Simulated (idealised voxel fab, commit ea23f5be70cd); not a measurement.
process module | voxel transistor to metal
cross-section cut | 200 nm wide | cells 5 nm
A cross-section is a grid of square cells, given in bands from the top down. A band is one or more rows of cells.
Each band's line starts with the height of the band's top and of its bottom, in nm. Then come its materials from left to right, each with its width in nm. One material with "throughout" fills the band from edge to edge. "air" is empty space.
Height 0 is the level under which the wafer as received is all one material. The lowest band goes on downwards, as in "0 down".
A width such as "30 to 40" changes by the same amount from each row of cells to the next, from the band's top row to its bottom row.
"no change" after a step means that no cell of the cross-section changed.
closed voids: empty space of 8 cells or more with no open way to the top, each as width x height at its distance from the left edge, in nm
after a step's settings: what the simulator itself notes on the step
overlay nm, on a step with a mask: how far to the right of its planned place the mask lay; to the left if negative
plan
1 op RECEIVE | material Si
2 op CONFORMAL_DEP | material SiO2 | thk nm 5
3 op CONFORMAL_DEP | material SiN | thk nm 10
4 op MASKED_ETCH | tone cover | mask id ACTIVE | width nm 115 | etch materials SiN | depth nm 10 | overlay nm 0
5 op MASKED_ETCH | tone cover | mask id ACTIVE | width nm 115 | etch materials SiO2 | depth nm 5 | overlay nm 0
6 op MASKED_ETCH | tone cover | mask id ACTIVE | width nm 115 | etch materials Si | depth nm 35 | overlay nm 0
7 op FILL_DEP | material SiO2 | thk nm 10
8 op CMP | height nm 15
9 op SELECTIVE_ETCH | etch materials SiO2 | depth nm 10
10 op STRIP | etch materials SiN
11 op SELECTIVE_ETCH | etch materials SiO2 | depth nm 5
12 op OXIDIZE | depth nm 5
13 op DIRECTIONAL_DEP | material polySi | thk nm 25
14 op DIRECTIONAL_DEP | material SiCN | thk nm 15
15 op PATTERN | tone cover | mask id GATE | material resist | width nm 35 | thk nm 20 | overlay nm 0
16 op DIRECTIONAL_ETCH | etch materials SiCN | depth nm 25
17 op DIRECTIONAL_ETCH | etch materials polySi | depth nm 35
18 op STRIP | etch materials resist
19 op CONFORMAL_DEP | material SiN | thk nm 5
20 op DIRECTIONAL_ETCH | etch materials SiN | depth nm 5
21 op DIRECTIONAL_ETCH | etch materials SiO2 | depth nm 5
22 op EPI | material nSi | thk nm 5
23 op FILL_DEP | material SiO2 | thk nm 5
24 op CMP | height nm 25
25 op STRIP | etch materials polySi
26 op SELECTIVE_ETCH | etch materials SiO2 | depth nm 5
27 op CONFORMAL_DEP | material HfO2 | thk nm 5
28 op CONFORMAL_DEP | material TiN | thk nm 5
29 op FILL_DEP | material W | thk nm 5
30 op CMP | height nm 20
31 op DIRECTIONAL_DEP | material SiO2 | thk nm 15
32 op DIRECTIONAL_DEP | material aC | thk nm 10
33 op PATTERN | tone open | mask id CONTACT | material resist | width nm 15 | pitch nm 90 | thk nm 25 | overlay nm 0
34 op DIRECTIONAL_ETCH | etch materials aC | depth nm 10
35 op STRIP | etch materials resist
36 op DIRECTIONAL_ETCH | etch materials SiO2 | depth nm 35
37 op STRIP | etch materials aC
38 op CONFORMAL_DEP | material TiN | thk nm 5
39 op FILL_DEP | material W | thk nm 5
40 op CMP | height nm 35
41 op CONFORMAL_DEP | material SiCN | thk nm 5
42 op DIRECTIONAL_DEP | material SiO2 | thk nm 25
43 op DIRECTIONAL_DEP | material aC | thk nm 15
44 op PATTERN | tone open | mask id METAL_1 | material resist | width nm 15 | pitch nm 90 | thk nm 30 | overlay nm 0
45 op DIRECTIONAL_ETCH | etch materials aC | depth nm 15
46 op STRIP | etch materials resist
47 op DIRECTIONAL_ETCH | etch materials SiO2 | depth nm 25
48 op DIRECTIONAL_ETCH | etch materials SiCN | depth nm 5
49 op STRIP | etch materials aC
50 op CONFORMAL_DEP | material TiN | thk nm 5
51 op FILL_DEP | material Cu | thk nm 5
52 op CMP | height nm 65
53 op CONFORMAL_DEP | material SiCN | thk nm 5
54 op DIRECTIONAL_DEP | material SiO2 | thk nm 30
55 op PATTERN | tone open | mask id METAL_2 | material resist | width nm 15 | pitch nm 90 | thk nm 20 | overlay nm 0
56 op DIRECTIONAL_ETCH | etch materials SiO2 | depth nm 20
57 op STRIP | etch materials resist
58 op MASKED_ETCH | tone open | mask id METAL_2_HOLES | width nm 15 | pitch nm 90 | etch materials SiO2 | depth nm 10 | overlay nm 0
59 op MASKED_ETCH | tone open | mask id METAL_2_HOLES | width nm 15 | pitch nm 90 | etch materials SiCN | depth nm 5 | overlay nm 0
60 op CONFORMAL_DEP | material TiN | thk nm 5
61 op FILL_DEP | material Ru | thk nm 10
62 op CMP | height nm 100
63 op CONFORMAL_DEP | material SiCN | thk nm 5
as received, after step 1
  0 down: Si throughout
  closed voids: none
a wafer at the end: this start, this plan, one mistake
  105 to 100: SiCN throughout
  100 to 70: SiO2 45 | TiN 5 | Ru 5 | TiN 5 | SiO2 75 | TiN 5 | Ru 5 | TiN 5 | SiO2 50
  70 to 65: SiCN 45 | TiN 15 | SiCN 75 | TiN 15 | SiCN 50
  65 to 40: Cu 40 | TiN 5 | SiO2 15 | TiN 5 | Cu 65 | TiN 5 | SiO2 15 | TiN 5 | Cu 45
  40 to 35: TiN 45 | SiCN 15 | TiN 75 | SiCN 15 | TiN 50
  35 to 20: SiO2 45 | TiN 5 | W 5 | TiN 5 | SiO2 75 | TiN 5 | W 5 | TiN 5 | SiO2 50
  20 to 5: SiO2 45 | TiN 5 | W 5 | TiN 5 | SiO2 15 | SiN 5 | HfO2 5 | TiN 5 | W 15 | TiN 5 | HfO2 5 | SiN 5 | SiO2 15 | TiN 5 | W 5 | TiN 5 | SiO2 50
  5 to 0: SiO2 45 | TiN 15 | SiO2 15 | SiN 5 | HfO2 5 | TiN 25 | HfO2 5 | SiN 5 | SiO2 15 | TiN 15 | SiO2 50
  0 to -5: SiO2 35 | nSi 40 | HfO2 45 | nSi 40 | SiO2 40
  -5 to -35: SiO2 40 | Si 115 | SiO2 45
  -35 down: Si throughout
  closed voids: none
what went wrong: step 44 ran as: op PATTERN | tone cover | mask id METAL_1 | material resist | width nm 15 | pitch nm 90 | thk nm 30 | overlay nm 0
